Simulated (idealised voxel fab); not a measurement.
process module | voxel capacitor over wiring
cross-section cut | 195 nm wide | cells 5 nm
A cross-section is a grid of square cells, given in bands from the top down. A band is one or more rows of cells.
Each band's line starts with the height of the band's top and of its bottom, in nm. Then come its materials from left to right, each with its width in nm. One material with "throughout" fills the band from edge to edge. "air" is empty space.
Height 0 is the level under which the wafer as received is all one material. The lowest band goes on downwards, as in "0 down".
A width such as "30 to 40" changes by the same amount from each row of cells to the next, from the band's top row to its bottom row.
"no change" after a step means that no cell of the cross-section changed.
closed voids: empty space of 8 cells or more with no open way to the top, each as width x height at its distance from the left edge, in nm
after a step's settings: what the simulator itself notes on the step
overlay nm, on a step with a mask: how far to the right of its planned place the mask lay; to the left if negative
plan
1 op RECEIVE | material Si
2 op CONFORMAL_DEP | material SiO2 | thk nm 10
3 op DIRECTIONAL_DEP | material TiN | thk nm 5
4 op DIRECTIONAL_DEP | material W | thk nm 25
5 op DIRECTIONAL_DEP | material aC | thk nm 15
6 op PATTERN | tone cover | mask id METAL_1 | material resist | width nm 30 | pitch nm 85 | thk nm 30 | overlay nm 0
7 op DIRECTIONAL_ETCH | etch materials aC | depth nm 15
8 op STRIP | etch materials resist
9 op DIRECTIONAL_ETCH | etch materials W | depth nm 25
10 op DIRECTIONAL_ETCH | etch materials TiN | depth nm 5
11 op STRIP | etch materials aC
12 op FILL_DEP | material lowk | thk nm 10
13 op CMP | height nm 40
14 op CONFORMAL_DEP | material SiCN | thk nm 5
15 op DIRECTIONAL_DEP | material lowk | thk nm 15
16 op MASKED_ETCH | tone open | mask id PLUG_1 | width nm 15 | etch materials lowk | depth nm 15 | overlay nm 0
17 op MASKED_ETCH | tone open | mask id PLUG_1 | width nm 15 | etch materials SiCN | depth nm 5 | overlay nm 0
18 op EPI | material Ru | thk nm 10
19 op EPI | material Ru | thk nm 10
20 op DIRECTIONAL_DEP | material TiN | thk nm 10
21 op DIRECTIONAL_DEP | material Al2O3 | thk nm 5
22 op DIRECTIONAL_DEP | material TiN | thk nm 10
23 op MASKED_ETCH | tone cover | mask id UPPER_PLATE | width nm 60 | etch materials TiN | depth nm 10 | overlay nm 0
24 op MASKED_ETCH | tone cover | mask id UPPER_PLATE | width nm 60 | etch materials Al2O3 | depth nm 5 | overlay nm 0
25 op DIRECTIONAL_DEP | material aC | thk nm 15
26 op PATTERN | tone cover | mask id LOWER_PLATE | material resist | width nm 70 | thk nm 30 | overlay nm 0
27 op DIRECTIONAL_ETCH | etch materials aC | depth nm 15
28 op STRIP | etch materials resist
29 op DIRECTIONAL_ETCH | etch materials TiN | depth nm 10
30 op STRIP | etch materials aC
31 op FILL_DEP | material SiO2 | thk nm 20
32 op CMP | height nm 100
33 op PATTERN | tone open | mask id PLUG_2 | material resist | width nm 15 | thk nm 15 | overlay nm 0
34 op DIRECTIONAL_ETCH | etch materials SiO2 | depth nm 15
35 op STRIP | etch materials resist
36 op CONFORMAL_DEP | material TiN | thk nm 5
37 op FILL_DEP | material W | thk nm 5
38 op CMP | height nm 100
39 op CONFORMAL_DEP | material SiCN | thk nm 5
first wafer, as planned
as received, after step 1
  0 down: Si throughout
  closed voids: none
after step 2
  10 to 0: SiO2 throughout
  below 0: unchanged
after step 3
  15 to 10: TiN throughout
  below 10: unchanged
after step 4
  40 to 15: W throughout
  below 15: unchanged
after step 5
  55 to 40: aC throughout
  below 40: unchanged
after step 6
  85 to 55: air 40 | resist 30 | air 55 | resist 30 | air 40
  below 55: unchanged
after step 7
  70 to 55: air 40 | resist 30 | air 55 | resist 30 | air 40
  55 to 40: air 40 | aC 30 | air 55 | aC 30 | air 40
  below 40: unchanged
after step 8
  55 to 40: air 40 | aC 30 | air 55 | aC 30 | air 40
  below 40: unchanged
after step 9
  55 to 40: air 40 | aC 30 | air 55 | aC 30 | air 40
  40 to 15: air 40 | W 30 | air 55 | W 30 | air 40
  below 15: unchanged
after step 10
  55 to 40: air 40 | aC 30 | air 55 | aC 30 | air 40
  40 to 15: air 40 | W 30 | air 55 | W 30 | air 40
  15 to 10: air 40 | TiN 30 | air 55 | TiN 30 | air 40
  below 10: unchanged
after step 11
  40 to 15: air 40 | W 30 | air 55 | W 30 | air 40
  below 15: unchanged
after step 12
  50 to 40: lowk throughout
  40 to 15: lowk 40 | W 30 | lowk 55 | W 30 | lowk 40
  15 to 10: lowk 40 | TiN 30 | lowk 55 | TiN 30 | lowk 40
  below 10: unchanged
after step 13
  40 to 15: lowk 40 | W 30 | lowk 55 | W 30 | lowk 40
  below 15: unchanged
after step 14
  45 to 40: SiCN throughout
  below 40: unchanged
after step 15
  60 to 45: lowk throughout
  below 45: unchanged
after step 16
  60 to 45: lowk 55 | air 15 | lowk 125
  below 45: unchanged
after step 17
  60 to 45: lowk 55 | air 15 | lowk 125
  45 to 40: SiCN 55 | air 15 | SiCN 125
  below 40: unchanged
after step 18
  60 to 50: lowk 55 | air 15 | lowk 125
  50 to 45: lowk 55 | Ru 15 | lowk 125
  45 to 40: SiCN 55 | Ru 15 | SiCN 125
  below 40: unchanged
after step 19
  60 to 45: lowk 55 | Ru 15 | lowk 125
  below 45: unchanged
after step 20
  70 to 60: TiN throughout
  below 60: unchanged
after step 21
  75 to 70: Al2O3 throughout
  below 70: unchanged
after step 22
  85 to 75: TiN throughout
  below 75: unchanged
after step 23
  85 to 75: air 55 | TiN 60 | air 80
  below 75: unchanged
after step 24
  85 to 75: air 55 | TiN 60 | air 80
  75 to 70: air 55 | Al2O3 60 | air 80
  below 70: unchanged
after step 25
  100 to 85: air 55 | aC 60 | air 80
  85 to 75: aC 55 | TiN 60 | aC 80
  75 to 70: aC 55 | Al2O3 60 | aC 80
  below 70: unchanged
after step 26
  130 to 100: air 50 | resist 70 | air 75
  100 to 85: air 50 | resist 5 | aC 60 | resist 5 | air 75
  below 85: unchanged
after step 27
  115 to 100: air 50 | resist 70 | air 75
  100 to 85: air 50 | resist 5 | aC 60 | resist 5 | air 75
  85 to 75: air 50 | aC 5 | TiN 60 | aC 5 | air 75
  75 to 70: air 50 | aC 5 | Al2O3 60 | aC 5 | air 75
  below 70: unchanged
after step 28
  100 to 85: air 55 | aC 60 | air 80
  below 85: unchanged
after step 29
  100 to 85: air 55 | aC 60 | air 80
  85 to 75: air 50 | aC 5 | TiN 60 | aC 5 | air 75
  75 to 70: air 50 | aC 5 | Al2O3 60 | aC 5 | air 75
  70 to 60: air 50 | TiN 70 | air 75
  below 60: unchanged
after step 30
  85 to 75: air 55 | TiN 60 | air 80
  75 to 70: air 55 | Al2O3 60 | air 80
  below 70: unchanged
after step 31
  105 to 85: SiO2 throughout
  85 to 75: SiO2 55 | TiN 60 | SiO2 80
  75 to 70: SiO2 55 | Al2O3 60 | SiO2 80
  70 to 60: SiO2 50 | TiN 70 | SiO2 75
  below 60: unchanged
after step 32
  100 to 85: SiO2 throughout
  below 85: unchanged
after step 33
  115 to 100: resist 65 | air 15 | resist 115
  below 100: unchanged
after step 34
  115 to 100: resist 65 | air 15 | resist 115
  100 to 85: SiO2 65 | air 15 | SiO2 115
  below 85: unchanged
after step 35
  100 to 85: SiO2 65 | air 15 | SiO2 115
  below 85: unchanged
after step 36
  105 to 100: TiN 70 | air 5 | TiN 120
  100 to 90: SiO2 65 | TiN 5 | air 5 | TiN 5 | SiO2 115
  90 to 85: SiO2 65 | TiN 15 | SiO2 115
  below 85: unchanged
after step 37
  110 to 105: W throughout
  105 to 100: TiN 70 | W 5 | TiN 120
  100 to 90: SiO2 65 | TiN 5 | W 5 | TiN 5 | SiO2 115
  below 90: unchanged
after step 38
  100 to 90: SiO2 65 | TiN 5 | W 5 | TiN 5 | SiO2 115
  below 90: unchanged
after step 39
  105 to 100: SiCN throughout
  below 100: unchanged
second wafer: like start, like plan, one mistake. Through step 14 it matches the first wafer
when step 15 should have ended
  70 to 45: lowk throughout
  below 45: unchanged
when step 16 should have ended
  70 to 55: lowk 55 | air 15 | lowk 125
  below 55: unchanged
when step 17 should have ended: no change
when step 18 should have ended: no change
when step 19 should have ended: no change
when step 20 should have ended
  80 to 70: TiN 55 | air 15 | TiN 125
  70 to 65: lowk 55 | air 15 | lowk 125
  65 to 55: lowk 55 | TiN 15 | lowk 125
  below 55: unchanged
when step 21 should have ended
  85 to 80: Al2O3 55 | air 15 | Al2O3 125
  80 to 70: TiN 55 | air 15 | TiN 125
  70 to 65: lowk 55 | Al2O3 15 | lowk 125
  below 65: unchanged
when step 22 should have ended
  95 to 85: TiN 55 | air 15 | TiN 125
  85 to 80: Al2O3 55 | air 15 | Al2O3 125
  80 to 70: TiN throughout
  below 70: unchanged
when step 23 should have ended
  95 to 85: air 70 | TiN 45 | air 80
  below 85: unchanged
when step 24 should have ended
  95 to 85: air 70 | TiN 45 | air 80
  85 to 80: air 70 | Al2O3 45 | air 80
  below 80: unchanged
when step 25 should have ended
  110 to 95: air 70 | aC 45 | air 80
  95 to 85: aC 70 | TiN 45 | aC 80
  85 to 80: aC 70 | Al2O3 45 | aC 80
  below 80: unchanged
when step 26 should have ended
  140 to 110: air 50 | resist 70 | air 75
  110 to 95: air 50 | resist 20 | aC 45 | resist 5 | air 75
  below 95: unchanged
when step 27 should have ended
  125 to 110: air 50 | resist 70 | air 75
  110 to 95: air 50 | resist 20 | aC 45 | resist 5 | air 75
  95 to 85: air 50 | aC 20 | TiN 45 | aC 5 | air 75
  85 to 80: air 50 | aC 20 | Al2O3 45 | aC 5 | air 75
  below 80: unchanged
when step 28 should have ended
  110 to 95: air 70 | aC 45 | air 80
  below 95: unchanged
when step 29 should have ended
  110 to 95: air 70 | aC 45 | air 80
  95 to 85: air 50 | aC 20 | TiN 45 | aC 5 | air 75
  85 to 80: air 50 | aC 20 | Al2O3 45 | aC 5 | air 75
  80 to 70: air 50 | TiN 70 | air 75
  below 70: unchanged
when step 30 should have ended
  95 to 85: air 70 | TiN 45 | air 80
  85 to 80: air 70 | Al2O3 45 | air 80
  below 80: unchanged
when step 31 should have ended
  115 to 95: SiO2 throughout
  95 to 85: SiO2 70 | TiN 45 | SiO2 80
  85 to 80: SiO2 70 | Al2O3 45 | SiO2 80
  80 to 70: SiO2 50 | TiN 70 | SiO2 75
  below 70: unchanged
when step 32 should have ended
  100 to 95: SiO2 throughout
  below 95: unchanged
when step 33 should have ended
  115 to 100: resist 65 | air 15 | resist 115
  below 100: unchanged
when step 34 should have ended
  115 to 100: resist 65 | air 15 | resist 115
  100 to 95: SiO2 65 | air 15 | SiO2 115
  95 to 85: SiO2 65 | air 5 | TiN 45 | SiO2 80
  below 85: unchanged
when step 35 should have ended
  100 to 95: SiO2 65 | air 15 | SiO2 115
  below 95: unchanged
when step 36 should have ended
  105 to 100: TiN 70 | air 5 | TiN 120
  100 to 95: SiO2 65 | TiN 15 | SiO2 115
  95 to 85: SiO2 65 | TiN 50 | SiO2 80
  below 85: unchanged
when step 37 should have ended
  110 to 105: W throughout
  105 to 100: TiN 70 | W 5 | TiN 120
  below 100: unchanged
when step 38 should have ended
  100 to 95: SiO2 65 | TiN 15 | SiO2 115
  below 95: unchanged
when step 39 should have ended
  105 to 100: SiCN throughout
  below 100: unchanged
what went wrong: step 15 ran as: op DIRECTIONAL_DEP | material lowk | thk nm 25
at the end the second wafer has, in cells: 12 fewer of Ru | 3 more of SiCN | 65 fewer of SiO2 | 2 fewer of TiN | 2 fewer of W | 78 more of lowk
